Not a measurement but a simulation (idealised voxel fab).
Module name: voxel capacitor over wiring (process module)
We display cut, a cross-section 255 nm in width whose square cells are each 5 nm.
In what follows, cross-sections appear as grids of square cells, described through bands that run from the top down, where every band is one or more rows of cells. Read a band's entry like this: the first values are the height of its top and the height of its bottom in nm, and what follows is the sequence of materials from left to right, each with its width in nm. Note that "air" is empty space, and that a single material marked "edge to edge" reaches across the band from edge to edge. Note: height 0 marks the level under which the wafer is uniformly one material as received. Lowest band unbounded below, written "top 0, no bottom". Graded width ("30 to 40"): value in top row of band = first number; value in bottom row = second number; row-to-row change constant. The designation "same as before", where it is given for a processing step, indicates that no cell of the cross-section was altered in the course of that step. Listed in "Closed void catalog": every empty space of 8 or more cells without an open way to the top. Form: width x height at distance, the distance being from the left edge, all in nm. Read whatever lies past the settings on a step's line as the simulator's own remark about the step. overlay nm, on a step with a mask: how far to the right of its planned place the mask lay; to the left if negative.

Set out below are the planned steps of the process
1) RECEIVE [material Si]
2) CONFORMAL_DEP [material SiO2] [thk nm 15]
3) CONFORMAL_DEP [material SiCN] [thk nm 5]
4) DIRECTIONAL_DEP [material lowk] [thk nm 15]
5) PATTERN [tone open] [mask id METAL_1] [material resist] [width nm 25] [pitch nm 90] [thk nm 15] [overlay nm 0]
6) DIRECTIONAL_ETCH [etch materials lowk] [depth nm 15]
7) DIRECTIONAL_ETCH [etch materials SiCN] [depth nm 5]
8) STRIP [etch materials resist]
9) CONFORMAL_DEP [material TiN] [thk nm 5]
10) FILL_DEP [material Cu] [thk nm 5]
11) CMP [height nm 35]
12) EPI [material Ru] [thk nm 5]
13) FILL_DEP [material SiCN] [thk nm 5]
14) DIRECTIONAL_DEP [material lowk] [thk nm 15]
15) DIRECTIONAL_DEP [material aC] [thk nm 10]
16) PATTERN [tone open] [mask id PLUG_1] [material resist] [width nm 15] [thk nm 25] [overlay nm 0]
17) DIRECTIONAL_ETCH [etch materials aC] [depth nm 10]
18) STRIP [etch materials resist]
19) DIRECTIONAL_ETCH [etch materials lowk] [depth nm 15]
20) DIRECTIONAL_ETCH [etch materials SiCN] [depth nm 5]
21) STRIP [etch materials aC]
22) EPI [material Ru] [thk nm 10]
23) EPI [material Ru] [thk nm 10]
24) DIRECTIONAL_DEP [material TiN] [thk nm 5]
25) DIRECTIONAL_DEP [material SiN] [thk nm 5]
26) DIRECTIONAL_DEP [material TiN] [thk nm 10]
27) MASKED_ETCH [tone cover] [mask id UPPER_PLATE] [width nm 70] [etch materials TiN] [depth nm 10] [overlay nm 0]
28) MASKED_ETCH [tone cover] [mask id UPPER_PLATE] [width nm 70] [etch materials SiN] [depth nm 5] [overlay nm 0]
29) PATTERN [tone cover] [mask id LOWER_PLATE] [material resist] [width nm 80] [thk nm 15] [overlay nm 0]
30) DIRECTIONAL_ETCH [etch materials TiN] [depth nm 5]
31) STRIP [etch materials resist]
32) FILL_DEP [material SiO2] [thk nm 15]
33) CMP [height nm 90]
34) PATTERN [tone open] [mask id PLUG_2] [material resist] [width nm 15] [thk nm 15] [overlay nm 0]
35) DIRECTIONAL_ETCH [etch materials SiO2] [depth nm 10]
36) STRIP [etch materials resist]
37) CONFORMAL_DEP [material TiN] [thk nm 5]
38) FILL_DEP [material W] [thk nm 5]
39) CMP [height nm 90]
40) CONFORMAL_DEP [material SiN] [thk nm 5]

Concerning the first of two wafers, which was run in accordance with the plan

Received-state cross-section, reflecting completion of step 1
- top 0, no bottom | Si edge to edge
- Closed void catalog: none

So this is the wafer cross-section right after step 2
- top 15, bottom 0 | SiO2 edge to edge
- Everything below 0 is unchanged.

So this is the wafer cross-section right after step 3
- top 20, bottom 15 | SiCN edge to edge
- Everything below 15 is unchanged.

So this is the wafer cross-section right after step 4
- top 35, bottom 20 | lowk edge to edge
- Everything below 20 is unchanged.

So this is the wafer cross-section right after step 5
- top 50, bottom 35 | 70 nm resist / 25 nm air / 65 nm resist / 25 nm air / 70 nm resist
- Everything below 35 is unchanged.

So this is the wafer cross-section right after step 6
- top 50, bottom 35 | 70 nm resist / 25 nm air / 65 nm resist / 25 nm air / 70 nm resist
- top 35, bottom 20 | 70 nm lowk / 25 nm air / 65 nm lowk / 25 nm air / 70 nm lowk
- Everything below 20 is unchanged.

So this is the wafer cross-section right after step 7
- top 50, bottom 35 | 70 nm resist / 25 nm air / 65 nm resist / 25 nm air / 70 nm resist
- top 35, bottom 20 | 70 nm lowk / 25 nm air / 65 nm lowk / 25 nm air / 70 nm lowk
- top 20, bottom 15 | 70 nm SiCN / 25 nm air / 65 nm SiCN / 25 nm air / 70 nm SiCN
- Everything below 15 is unchanged.

So this is the wafer cross-section right after step 8
- top 35, bottom 20 | 70 nm lowk / 25 nm air / 65 nm lowk / 25 nm air / 70 nm lowk
- Everything below 20 is unchanged.

So this is the wafer cross-section right after step 9
- top 40, bottom 35 | 75 nm TiN / 15 nm air / 75 nm TiN / 15 nm air / 75 nm TiN
- top 35, bottom 20 | 70 nm lowk / 5 nm TiN / 15 nm air / 5 nm TiN / 65 nm lowk / 5 nm TiN / 15 nm air / 5 nm TiN / 70 nm lowk
- top 20, bottom 15 | 70 nm SiCN / 25 nm TiN / 65 nm SiCN / 25 nm TiN / 70 nm SiCN
- Everything below 15 is unchanged.

So this is the wafer cross-section right after step 10
- top 45, bottom 40 | Cu edge to edge
- top 40, bottom 35 | 75 nm TiN / 15 nm Cu / 75 nm TiN / 15 nm Cu / 75 nm TiN
- top 35, bottom 20 | 70 nm lowk / 5 nm TiN / 15 nm Cu / 5 nm TiN / 65 nm lowk / 5 nm TiN / 15 nm Cu / 5 nm TiN / 70 nm lowk
- Everything below 20 is unchanged.

So this is the wafer cross-section right after step 11
- top 35, bottom 20 | 70 nm lowk / 5 nm TiN / 15 nm Cu / 5 nm TiN / 65 nm lowk / 5 nm TiN / 15 nm Cu / 5 nm TiN / 70 nm lowk
- Everything below 20 is unchanged.

So this is the wafer cross-section right after step 12
- top 40, bottom 35 | 65 nm air / 35 nm Ru / 55 nm air / 35 nm Ru / 65 nm air
- Everything below 35 is unchanged.

So this is the wafer cross-section right after step 13
- top 45, bottom 40 | SiCN edge to edge
- top 40, bottom 35 | 65 nm SiCN / 35 nm Ru / 55 nm SiCN / 35 nm Ru / 65 nm SiCN
- Everything below 35 is unchanged.

So this is the wafer cross-section right after step 14
- top 60, bottom 45 | lowk edge to edge
- Everything below 45 is unchanged.

So this is the wafer cross-section right after step 15
- top 70, bottom 60 | aC edge to edge
- Everything below 60 is unchanged.

So this is the wafer cross-section right after step 16
- top 95, bottom 70 | 80 nm resist / 15 nm air / 160 nm resist
- Everything below 70 is unchanged.

So this is the wafer cross-section right after step 17
- top 85, bottom 70 | 80 nm resist / 15 nm air / 160 nm resist
- top 70, bottom 60 | 80 nm aC / 15 nm air / 160 nm aC
- Everything below 60 is unchanged.

So this is the wafer cross-section right after step 18
- top 70, bottom 60 | 80 nm aC / 15 nm air / 160 nm aC
- Everything below 60 is unchanged.

So this is the wafer cross-section right after step 19
- top 70, bottom 60 | 80 nm aC / 15 nm air / 160 nm aC
- top 60, bottom 45 | 80 nm lowk / 15 nm air / 160 nm lowk
- Everything below 45 is unchanged.

So this is the wafer cross-section right after step 20
- top 70, bottom 60 | 80 nm aC / 15 nm air / 160 nm aC
- top 60, bottom 45 | 80 nm lowk / 15 nm air / 160 nm lowk
- top 45, bottom 40 | 80 nm SiCN / 15 nm air / 160 nm SiCN
- Everything below 40 is unchanged.

So this is the wafer cross-section right after step 21
- top 60, bottom 45 | 80 nm lowk / 15 nm air / 160 nm lowk
- Everything below 45 is unchanged.

So this is the wafer cross-section right after step 22
- top 60, bottom 50 | 80 nm lowk / 15 nm air / 160 nm lowk
- top 50, bottom 45 | 80 nm lowk / 15 nm Ru / 160 nm lowk
- top 45, bottom 40 | 80 nm SiCN / 15 nm Ru / 160 nm SiCN
- Everything below 40 is unchanged.

So this is the wafer cross-section right after step 23
- top 60, bottom 45 | 80 nm lowk / 15 nm Ru / 160 nm lowk
- Everything below 45 is unchanged.

So this is the wafer cross-section right after step 24
- top 65, bottom 60 | TiN edge to edge
- Everything below 60 is unchanged.

So this is the wafer cross-section right after step 25
- top 70, bottom 65 | SiN edge to edge
- Everything below 65 is unchanged.

So this is the wafer cross-section right after step 26
- top 80, bottom 70 | TiN edge to edge
- Everything below 70 is unchanged.

So this is the wafer cross-section right after step 27
- top 80, bottom 70 | 80 nm air / 70 nm TiN / 105 nm air
- Everything below 70 is unchanged.

So this is the wafer cross-section right after step 28
- top 80, bottom 70 | 80 nm air / 70 nm TiN / 105 nm air
- top 70, bottom 65 | 80 nm air / 70 nm SiN / 105 nm air
- Everything below 65 is unchanged.

So this is the wafer cross-section right after step 29
- top 95, bottom 80 | 75 nm air / 80 nm resist / 100 nm air
- top 80, bottom 70 | 75 nm air / 5 nm resist / 70 nm TiN / 5 nm resist / 100 nm air
- top 70, bottom 65 | 75 nm air / 5 nm resist / 70 nm SiN / 5 nm resist / 100 nm air
- Everything below 65 is unchanged.

So this is the wafer cross-section right after step 30
- top 95, bottom 80 | 75 nm air / 80 nm resist / 100 nm air
- top 80, bottom 70 | 75 nm air / 5 nm resist / 70 nm TiN / 5 nm resist / 100 nm air
- top 70, bottom 65 | 75 nm air / 5 nm resist / 70 nm SiN / 5 nm resist / 100 nm air
- top 65, bottom 60 | 75 nm air / 80 nm TiN / 100 nm air
- Everything below 60 is unchanged.

So this is the wafer cross-section right after step 31
- top 80, bottom 70 | 80 nm air / 70 nm TiN / 105 nm air
- top 70, bottom 65 | 80 nm air / 70 nm SiN / 105 nm air
- Everything below 65 is unchanged.

So this is the wafer cross-section right after step 32
- top 95, bottom 80 | SiO2 edge to edge
- top 80, bottom 70 | 80 nm SiO2 / 70 nm TiN / 105 nm SiO2
- top 70, bottom 65 | 80 nm SiO2 / 70 nm SiN / 105 nm SiO2
- top 65, bottom 60 | 75 nm SiO2 / 80 nm TiN / 100 nm SiO2
- Everything below 60 is unchanged.

So this is the wafer cross-section right after step 33
- top 90, bottom 80 | SiO2 edge to edge
- Everything below 80 is unchanged.

So this is the wafer cross-section right after step 34
- top 105, bottom 90 | 90 nm resist / 15 nm air / 150 nm resist
- Everything below 90 is unchanged.

So this is the wafer cross-section right after step 35
- top 105, bottom 90 | 90 nm resist / 15 nm air / 150 nm resist
- top 90, bottom 80 | 90 nm SiO2 / 15 nm air / 150 nm SiO2
- Everything below 80 is unchanged.

So this is the wafer cross-section right after step 36
- top 90, bottom 80 | 90 nm SiO2 / 15 nm air / 150 nm SiO2
- Everything below 80 is unchanged.

So this is the wafer cross-section right after step 37
- top 95, bottom 90 | 95 nm TiN / 5 nm air / 155 nm TiN
- top 90, bottom 85 | 90 nm SiO2 / 5 nm TiN / 5 nm air / 5 nm TiN / 150 nm SiO2
- top 85, bottom 80 | 90 nm SiO2 / 15 nm TiN / 150 nm SiO2
- Everything below 80 is unchanged.

So this is the wafer cross-section right after step 38
- top 100, bottom 95 | W edge to edge
- top 95, bottom 90 | 95 nm TiN / 5 nm W / 155 nm TiN
- top 90, bottom 85 | 90 nm SiO2 / 5 nm TiN / 5 nm W / 5 nm TiN / 150 nm SiO2
- Everything below 85 is unchanged.

So this is the wafer cross-section right after step 39
- top 90, bottom 85 | 90 nm SiO2 / 5 nm TiN / 5 nm W / 5 nm TiN / 150 nm SiO2
- Everything below 85 is unchanged.

So this is the wafer cross-section right after step 40
- top 95, bottom 90 | SiN edge to edge
- Everything below 90 is unchanged.

Okay, second wafer. Nothing different at the start, nothing different in the plan, just one mistake somewhere in the running. As far as step 21, counting that step, it's the first wafer all over again

Second wafer cross-section, taken as of the time the plan sets for step 23 to be done
- top 70, bottom 60 | 70 nm air / 35 nm Ru / 150 nm air
- top 60, bottom 45 | 80 nm lowk / 15 nm Ru / 160 nm lowk
- top 45, bottom 40 | 80 nm SiCN / 15 nm Ru / 160 nm SiCN
- Everything below 40 is unchanged.

Second wafer cross-section, taken as of the time the plan sets for step 24 to be done
- top 75, bottom 70 | 70 nm air / 35 nm TiN / 150 nm air
- top 70, bottom 65 | 70 nm air / 35 nm Ru / 150 nm air
- top 65, bottom 60 | 70 nm TiN / 35 nm Ru / 150 nm TiN
- Everything below 60 is unchanged.

Second wafer cross-section, taken as of the time the plan sets for step 25 to be done
- top 80, bottom 75 | 70 nm air / 35 nm SiN / 150 nm air
- top 75, bottom 70 | 70 nm air / 35 nm TiN / 150 nm air
- top 70, bottom 65 | 70 nm SiN / 35 nm Ru / 150 nm SiN
- Everything below 65 is unchanged.

Second wafer cross-section, taken as of the time the plan sets for step 26 to be done
- top 90, bottom 80 | 70 nm air / 35 nm TiN / 150 nm air
- top 80, bottom 75 | 70 nm TiN / 35 nm SiN / 150 nm TiN
- top 75, bottom 70 | TiN edge to edge
- Everything below 70 is unchanged.

Second wafer cross-section, taken as of the time the plan sets for step 27 to be done
- top 90, bottom 80 | 80 nm air / 25 nm TiN / 150 nm air
- top 80, bottom 75 | 70 nm air / 35 nm SiN / 45 nm TiN / 105 nm air
- top 75, bottom 70 | 70 nm air / 80 nm TiN / 105 nm air
- Everything below 70 is unchanged.

Second wafer cross-section, taken as of the time the plan sets for step 28 to be done
- top 90, bottom 80 | 80 nm air / 25 nm TiN / 150 nm air
- top 80, bottom 75 | 80 nm air / 25 nm SiN / 45 nm TiN / 105 nm air
- top 75, bottom 70 | 70 nm air / 80 nm TiN / 105 nm air
- top 70, bottom 65 | 70 nm air / 35 nm Ru / 45 nm SiN / 105 nm air
- Everything below 65 is unchanged.

Second wafer cross-section, taken as of the time the plan sets for step 29 to be done
- top 105, bottom 90 | 75 nm air / 80 nm resist / 100 nm air
- top 90, bottom 80 | 75 nm air / 5 nm resist / 25 nm TiN / 50 nm resist / 100 nm air
- top 80, bottom 75 | 75 nm air / 5 nm resist / 25 nm SiN / 45 nm TiN / 5 nm resist / 100 nm air
- top 75, bottom 70 | 70 nm air / 80 nm TiN / 5 nm resist / 100 nm air
- top 70, bottom 65 | 70 nm air / 35 nm Ru / 45 nm SiN / 5 nm resist / 100 nm air
- Everything below 65 is unchanged.

Second wafer cross-section, taken as of the time the plan sets for step 30 to be done
- top 105, bottom 90 | 75 nm air / 80 nm resist / 100 nm air
- top 90, bottom 80 | 75 nm air / 5 nm resist / 25 nm TiN / 50 nm resist / 100 nm air
- top 80, bottom 75 | 75 nm air / 5 nm resist / 25 nm SiN / 45 nm TiN / 5 nm resist / 100 nm air
- top 75, bottom 70 | 75 nm air / 75 nm TiN / 5 nm resist / 100 nm air
- top 70, bottom 65 | 70 nm air / 35 nm Ru / 45 nm SiN / 5 nm resist / 100 nm air
- top 65, bottom 60 | 70 nm air / 35 nm Ru / 50 nm TiN / 100 nm air
- Everything below 60 is unchanged.

Second wafer cross-section, taken as of the time the plan sets for step 31 to be done
- top 90, bottom 80 | 80 nm air / 25 nm TiN / 150 nm air
- top 80, bottom 75 | 80 nm air / 25 nm SiN / 45 nm TiN / 105 nm air
- top 75, bottom 70 | 75 nm air / 75 nm TiN / 105 nm air
- top 70, bottom 65 | 70 nm air / 35 nm Ru / 45 nm SiN / 105 nm air
- Everything below 65 is unchanged.

Second wafer cross-section, taken as of the time the plan sets for step 32 to be done
- top 105, bottom 90 | SiO2 edge to edge
- top 90, bottom 80 | 80 nm SiO2 / 25 nm TiN / 150 nm SiO2
- top 80, bottom 75 | 80 nm SiO2 / 25 nm SiN / 45 nm TiN / 105 nm SiO2
- top 75, bottom 70 | 75 nm SiO2 / 75 nm TiN / 105 nm SiO2
- top 70, bottom 65 | 70 nm SiO2 / 35 nm Ru / 45 nm SiN / 105 nm SiO2
- top 65, bottom 60 | 70 nm SiO2 / 35 nm Ru / 50 nm TiN / 100 nm SiO2
- Everything below 60 is unchanged.

Second wafer cross-section, taken as of the time the plan sets for step 33 to be done
- top 90, bottom 80 | 80 nm SiO2 / 25 nm TiN / 150 nm SiO2
- Everything below 80 is unchanged.

Second wafer cross-section, taken as of the time the plan sets for step 34 to be done
- top 105, bottom 90 | 90 nm resist / 15 nm air / 150 nm resist
- Everything below 90 is unchanged.

Second wafer cross-section, taken as of the time the plan sets for step 35 to be done: same as before

Second wafer cross-section, taken as of the time the plan sets for step 36 to be done
- top 90, bottom 80 | 80 nm SiO2 / 25 nm TiN / 150 nm SiO2
- Everything below 80 is unchanged.

Second wafer cross-section, taken as of the time the plan sets for step 37 to be done
- top 95, bottom 90 | TiN edge to edge
- Everything below 90 is unchanged.

Second wafer cross-section, taken as of the time the plan sets for step 38 to be done
- top 100, bottom 95 | W edge to edge
- Everything below 95 is unchanged.

Second wafer cross-section, taken as of the time the plan sets for step 39 to be done
- top 90, bottom 80 | 80 nm SiO2 / 25 nm TiN / 150 nm SiO2
- Everything below 80 is unchanged.

Second wafer cross-section, taken as of the time the plan sets for step 40 to be done
- top 95, bottom 90 | SiN edge to edge
- Everything below 90 is unchanged.
Want to know what went wrong? ran twice: one of 22 and 23, identical steps, cannot tell which
In the final state, the cell counts of the second wafer exceed or fall short of those of the first for the following materials: 14 more of Ru | 8 fewer of SiO2 | 5 fewer of TiN | 1 fewer of W
